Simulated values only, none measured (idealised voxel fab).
The document below concerns the process module designated voxel released beams.
cross-section cut | 170 nm wide | cells 5 nm
Format of a cross-section: grid, square cells. Given as bands. Order: top down. Band: one or more rows of cells. This entry defines a band. It first specifies the height of the band's top and the height of its bottom in nm, and then specifies the band's materials from left to right, stating each material with its width in nm. The word "full width" identifies a single material that fills the band from edge to edge, while the word "blank" identifies empty space. Basically, 0 is our baseline, since under it the wafer straight out of the box is all one material. The bottom band has no lower end and keeps on going down, so it looks like "0 -> down". Width: "30->40" (first number = top row, second number = bottom row, same change from row to row of cells). What does "identical to before" mean for a step? It means no cell of the cross-section changed in that step. "Closed void inventory": empty spaces of 8 cells or more with no open way to the top, each given as width x height at distance, distance from the left edge, all in nm. Note: text after step settings on the step line = simulator remark on that step. Regarding "overlay nm": on a step with a mask, it is the distance the mask lay to the right of its planned place; a negative value places it to the left.

Below is the list of planned process steps
1: RECEIVE: material Si
2: CONFORMAL_DEP: material Al2O3, thk nm 10
3: DIRECTIONAL_DEP: material SiO2, thk nm 20
4: PATTERN: tone open, mask id ANCHOR, material resist, width nm 30, thk nm 20, overlay nm 0
5: DIRECTIONAL_ETCH: etch materials SiO2, depth nm 20
6: STRIP: etch materials resist
7: CONFORMAL_DEP: material W, thk nm 10
8: PATTERN: tone cover, mask id BEAM, material resist, width nm 75, thk nm 15, overlay nm 0
9: DIRECTIONAL_ETCH: etch materials W, depth nm 10
10: STRIP: etch materials resist
11: STRIP: etch materials SiO2

Wafer cross-section on receipt, i.e. after step 1
- 0 -> down  Si full width
- Closed void inventory: none

Figure: cross-sectional view of the wafer upon completion of the module, processed from the initial state and according to the plan depicted above, with one error introduced during execution
- 30 -> 20  blank 45 / W 15 / blank 10 / W 50 / blank 50
- 20 -> 10  blank 50 / W 10 / blank 10 / W 10 / blank 90
- 10 -> 0  blank 50 / W 30 / blank 90
- 0 -> down  Si full width
- Closed void inventory: none
Finding, execution versus plan: step 2 of the plan did not run at all; it was left out
